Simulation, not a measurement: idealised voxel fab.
process module | voxel tone inversion
cross-section cut | 290 nm wide | cells 5 nm
A cross-section is a grid of square cells, given in bands from the top down. A band is one or more rows of cells.
Each band's line starts with the height of the band's top and of its bottom, in nm. Then come its materials from left to right, each with its width in nm. One material with "throughout" fills the band from edge to edge. "air" is empty space.
Height 0 is the level under which the wafer as received is all one material. The lowest band goes on downwards, as in "0 down".
A width such as "30 to 40" changes by the same amount from each row of cells to the next, from the band's top row to its bottom row.
"no change" after a step means that no cell of the cross-section changed.
closed voids: empty space of 8 cells or more with no open way to the top, each as width x height at its distance from the left edge, in nm
after a step's settings: what the simulator itself notes on the step
overlay nm, on a step with a mask: how far to the right of its planned place the mask lay; to the left if negative
plan
1 op RECEIVE | material Si
2 op CONFORMAL_DEP | material SiCN | thk nm 10
3 op DIRECTIONAL_DEP | material aC | thk nm 25
4 op PATTERN | tone cover | mask id POSTS | material resist | width nm 20 | pitch nm 35 | thk nm 30 | overlay nm 0
5 op DIRECTIONAL_ETCH | etch materials aC | depth nm 25
6 op STRIP | etch materials resist
7 op FILL_DEP | material SiO2 | thk nm 10
8 op CMP | height nm 35
9 op STRIP | etch materials aC
10 op CONFORMAL_DEP | material TiN | thk nm 5
11 op FILL_DEP | material Cu | thk nm 5
12 op CMP | height nm 35
13 op CONFORMAL_DEP | material SiN | thk nm 5
varied across the wafers: depth nm of step 5. The plan shows the first wafer's value. All wafers start alike
first wafer as received, after step 1
  0 down: Si throughout
  closed voids: none
first wafer at the end, after step 13
  40 to 35: SiN throughout
  35 to 15: SiO2 100 | TiN 5 | Cu 10 | TiN 5 | SiO2 15 | TiN 5 | Cu 10 | TiN 5 | SiO2 15 | TiN 5 | Cu 10 | TiN 5 | SiO2 100
  15 to 10: SiO2 100 | TiN 20 | SiO2 15 | TiN 20 | SiO2 15 | TiN 20 | SiO2 100
  10 to 0: SiCN throughout
  0 down: Si throughout
  closed voids: none
last wafer at the end
  40 to 35: SiN throughout
  35 to 25: SiO2 throughout
  25 to 10: SiO2 100 | aC 20 | SiO2 15 | aC 20 | SiO2 15 | aC 20 | SiO2 100
  10 to 0: SiCN throughout
  0 down: Si throughout
  closed voids: none
each wafer at the end: cells of each material gained (+) or lost (-) since it was received, then its closed voids
depth nm 25 | +24 Cu | +116 SiCN | +58 SiN | +230 SiO2 | +36 TiN | closed voids: none
depth nm 30 | +24 Cu | +116 SiCN | +58 SiN | +230 SiO2 | +36 TiN | closed voids: none
depth nm 35 | +116 SiCN | +58 SiN | +242 SiO2 | +48 aC | closed voids: none
depth nm 40 | +116 SiCN | +58 SiN | +254 SiO2 | +36 aC | closed voids: none
